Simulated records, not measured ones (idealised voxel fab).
Process module heading - voxel ribs on slabs
Cross-section cut spans 180 nm and uses square cells 5 nm in size.
We lay out every cross-section as a grid of square cells and spell it out in bands from the top down, where one band means one or more rows of cells.
The entry gives the band's vertical extent as a top height and a bottom height in nm, then its horizontal make-up as materials from left to right, each with a width in nm. "empty" stands for empty space; a single material marked "throughout" fills the band edge to edge.
We count height from 0. Below that, the starting wafer is all one material. The lowest band never ends at the bottom but goes on down; see "0..down" for how that is written.
A width given as "30 to 40" starts at the first number in the band's top row and ends at the second number in its bottom row, shifting by an equal amount at every step from row to row.
No cell of the cross-section changed in a step that is given as "remained the same".
Under "Encapsulated voids" you'll find the enclosed gaps, the ones with no way out to the top, that are 8 cells or bigger; each reads width x height at distance, with distance counted from the left edge, everything in nm.
Whatever follows a step's settings on its line is a remark the simulator itself makes about that step.
The setting "overlay nm" may be written on the line of a step. When the step uses a mask, the value reports how far to the right of the planned place the mask lay, and a negative value reports that it lay to the left.

THIS SECTION LISTS THE PROCESS STEPS THAT WERE PLANNED
1. RECEIVE,material Si
2. DIRECTIONAL_DEP,material SiO2,thk nm 20
3. DIRECTIONAL_DEP,material SiN,thk nm 15
4. DIRECTIONAL_DEP,material aC,thk nm 15
5. PATTERN,tone cover,mask id RIB,material resist,width nm 20,thk nm 35,overlay nm 0
6. DIRECTIONAL_ETCH,etch materials aC,depth nm 15
7. STRIP,etch materials resist
8. DIRECTIONAL_ETCH,etch materials SiN,depth nm 5
9. STRIP,etch materials aC
10. DIRECTIONAL_DEP,material aC,thk nm 10
11. PATTERN,tone cover,mask id SLAB,material resist,width nm 60,thk nm 30,overlay nm 0
12. DIRECTIONAL_ETCH,etch materials aC,depth nm 10
13. STRIP,etch materials resist
14. DIRECTIONAL_ETCH,etch materials SiN,depth nm 10
15. STRIP,etch materials aC
16. FILL_DEP,material SiO2,thk nm 20
17. CMP,height nm 50
18. DIRECTIONAL_DEP,material TiN,thk nm 10
19. DIRECTIONAL_DEP,material aC,thk nm 15
20. PATTERN,tone cover,mask id HEATER,material resist,width nm 30,thk nm 35,overlay nm 0
21. DIRECTIONAL_ETCH,etch materials aC,depth nm 15
22. STRIP,etch materials resist
23. DIRECTIONAL_ETCH,etch materials TiN,depth nm 10
24. STRIP,etch materials aC
25. CONFORMAL_DEP,material SiO2,thk nm 10

BELOW: THE FIRST OF TWO WAFERS, RUN AS PLANNED

AS-RECEIVED STATE OF THE WAFER IN CROSS-SECTION, EQUIVALENT TO POST-STEP 1
> 0..down  Si throughout
> Encapsulated voids: none

HOW THE WAFER STANDS IN SECTION AFTER STEP 2
> 20..0  SiO2 throughout
> Lower than 0, everything is as it was.

HOW THE WAFER STANDS IN SECTION AFTER STEP 3
> 35..20  SiN throughout
> Lower than 20, everything is as it was.

HOW THE WAFER STANDS IN SECTION AFTER STEP 4
> 50..35  aC throughout
> Lower than 35, everything is as it was.

HOW THE WAFER STANDS IN SECTION AFTER STEP 5
> 85..50  80 of empty, 20 of resist, 80 of empty
> Lower than 50, everything is as it was.

HOW THE WAFER STANDS IN SECTION AFTER STEP 6
> 70..50  80 of empty, 20 of resist, 80 of empty
> 50..35  80 of empty, 20 of aC, 80 of empty
> Lower than 35, everything is as it was.

HOW THE WAFER STANDS IN SECTION AFTER STEP 7
> 50..35  80 of empty, 20 of aC, 80 of empty
> Lower than 35, everything is as it was.

HOW THE WAFER STANDS IN SECTION AFTER STEP 8
> 50..35  80 of empty, 20 of aC, 80 of empty
> 35..30  80 of empty, 20 of SiN, 80 of empty
> Lower than 30, everything is as it was.

HOW THE WAFER STANDS IN SECTION AFTER STEP 9
> 35..30  80 of empty, 20 of SiN, 80 of empty
> Lower than 30, everything is as it was.

HOW THE WAFER STANDS IN SECTION AFTER STEP 10
> 45..40  80 of empty, 20 of aC, 80 of empty
> 40..35  aC throughout
> 35..30  80 of aC, 20 of SiN, 80 of aC
> Lower than 30, everything is as it was.

HOW THE WAFER STANDS IN SECTION AFTER STEP 11
> 75..45  60 of empty, 60 of resist, 60 of empty
> 45..40  60 of empty, 20 of resist, 20 of aC, 20 of resist, 60 of empty
> Lower than 40, everything is as it was.

HOW THE WAFER STANDS IN SECTION AFTER STEP 12
> 65..45  60 of empty, 60 of resist, 60 of empty
> 45..40  60 of empty, 20 of resist, 20 of aC, 20 of resist, 60 of empty
> 40..35  60 of empty, 60 of aC, 60 of empty
> 35..30  60 of empty, 20 of aC, 20 of SiN, 20 of aC, 60 of empty
> Lower than 30, everything is as it was.

HOW THE WAFER STANDS IN SECTION AFTER STEP 13
> 45..35  80 to 60 of empty, 20 to 60 of aC, 80 to 60 of empty
> Lower than 35, everything is as it was.

HOW THE WAFER STANDS IN SECTION AFTER STEP 14
> 45..35  80 to 60 of empty, 20 to 60 of aC, 80 to 60 of empty
> 35..30  60 of empty, 20 of aC, 20 of SiN, 20 of aC, 60 of empty
> 30..20  60 of empty, 60 of SiN, 60 of empty
> Lower than 20, everything is as it was.

HOW THE WAFER STANDS IN SECTION AFTER STEP 15
> 35..30  80 of empty, 20 of SiN, 80 of empty
> Lower than 30, everything is as it was.

HOW THE WAFER STANDS IN SECTION AFTER STEP 16
> 55..35  SiO2 throughout
> 35..30  80 of SiO2, 20 of SiN, 80 of SiO2
> 30..20  60 of SiO2, 60 of SiN, 60 of SiO2
> Lower than 20, everything is as it was.

HOW THE WAFER STANDS IN SECTION AFTER STEP 17
> 50..35  SiO2 throughout
> Lower than 35, everything is as it was.

HOW THE WAFER STANDS IN SECTION AFTER STEP 18
> 60..50  TiN throughout
> Lower than 50, everything is as it was.

HOW THE WAFER STANDS IN SECTION AFTER STEP 19
> 75..60  aC throughout
> Lower than 60, everything is as it was.

HOW THE WAFER STANDS IN SECTION AFTER STEP 20
> 110..75  75 of empty, 30 of resist, 75 of empty
> Lower than 75, everything is as it was.

HOW THE WAFER STANDS IN SECTION AFTER STEP 21
> 95..75  75 of empty, 30 of resist, 75 of empty
> 75..60  75 of empty, 30 of aC, 75 of empty
> Lower than 60, everything is as it was.

HOW THE WAFER STANDS IN SECTION AFTER STEP 22
> 75..60  75 of empty, 30 of aC, 75 of empty
> Lower than 60, everything is as it was.

HOW THE WAFER STANDS IN SECTION AFTER STEP 23
> 75..60  75 of empty, 30 of aC, 75 of empty
> 60..50  75 of empty, 30 of TiN, 75 of empty
> Lower than 50, everything is as it was.

HOW THE WAFER STANDS IN SECTION AFTER STEP 24
> 60..50  75 of empty, 30 of TiN, 75 of empty
> Lower than 50, everything is as it was.

HOW THE WAFER STANDS IN SECTION AFTER STEP 25
> 70..60  65 of empty, 50 of SiO2, 65 of empty
> 60..50  75 of SiO2, 30 of TiN, 75 of SiO2
> Lower than 50, everything is as it was.

WAFER TWO. SAME START, SAME PLAN, ONE SLIP IN EXECUTION. SAME AS WAFER ONE THROUGH STEP 17, INCLUSIVE

SECOND WAFER CROSS-SECTION, TAKEN AS OF THE TIME THE PLAN SETS FOR STEP 18 TO BE DONE
> 55..50  TiN throughout
> Lower than 50, everything is as it was.

SECOND WAFER CROSS-SECTION, TAKEN AS OF THE TIME THE PLAN SETS FOR STEP 19 TO BE DONE
> 70..55  aC throughout
> Lower than 55, everything is as it was.

SECOND WAFER CROSS-SECTION, TAKEN AS OF THE TIME THE PLAN SETS FOR STEP 20 TO BE DONE
> 105..70  75 of empty, 30 of resist, 75 of empty
> Lower than 70, everything is as it was.

SECOND WAFER CROSS-SECTION, TAKEN AS OF THE TIME THE PLAN SETS FOR STEP 21 TO BE DONE
> 90..70  75 of empty, 30 of resist, 75 of empty
> 70..55  75 of empty, 30 of aC, 75 of empty
> Lower than 55, everything is as it was.

SECOND WAFER CROSS-SECTION, TAKEN AS OF THE TIME THE PLAN SETS FOR STEP 22 TO BE DONE
> 70..55  75 of empty, 30 of aC, 75 of empty
> Lower than 55, everything is as it was.

SECOND WAFER CROSS-SECTION, TAKEN AS OF THE TIME THE PLAN SETS FOR STEP 23 TO BE DONE
> 70..55  75 of empty, 30 of aC, 75 of empty
> 55..50  75 of empty, 30 of TiN, 75 of empty
> Lower than 50, everything is as it was.

SECOND WAFER CROSS-SECTION, TAKEN AS OF THE TIME THE PLAN SETS FOR STEP 24 TO BE DONE
> 55..50  75 of empty, 30 of TiN, 75 of empty
> Lower than 50, everything is as it was.

SECOND WAFER CROSS-SECTION, TAKEN AS OF THE TIME THE PLAN SETS FOR STEP 25 TO BE DONE
> 65..60  65 of empty, 50 of SiO2, 65 of empty
> 60..55  SiO2 throughout
> 55..50  75 of SiO2, 30 of TiN, 75 of SiO2
> Lower than 50, everything is as it was.
Plan not followed: in deviation from the planned setting, step 18 was conducted as DIRECTIONAL_DEP,material TiN,thk nm 5
Final wafer comparison in cells, second versus first, more or fewer per material: 4 fewer of SiO2, 6 fewer of TiN
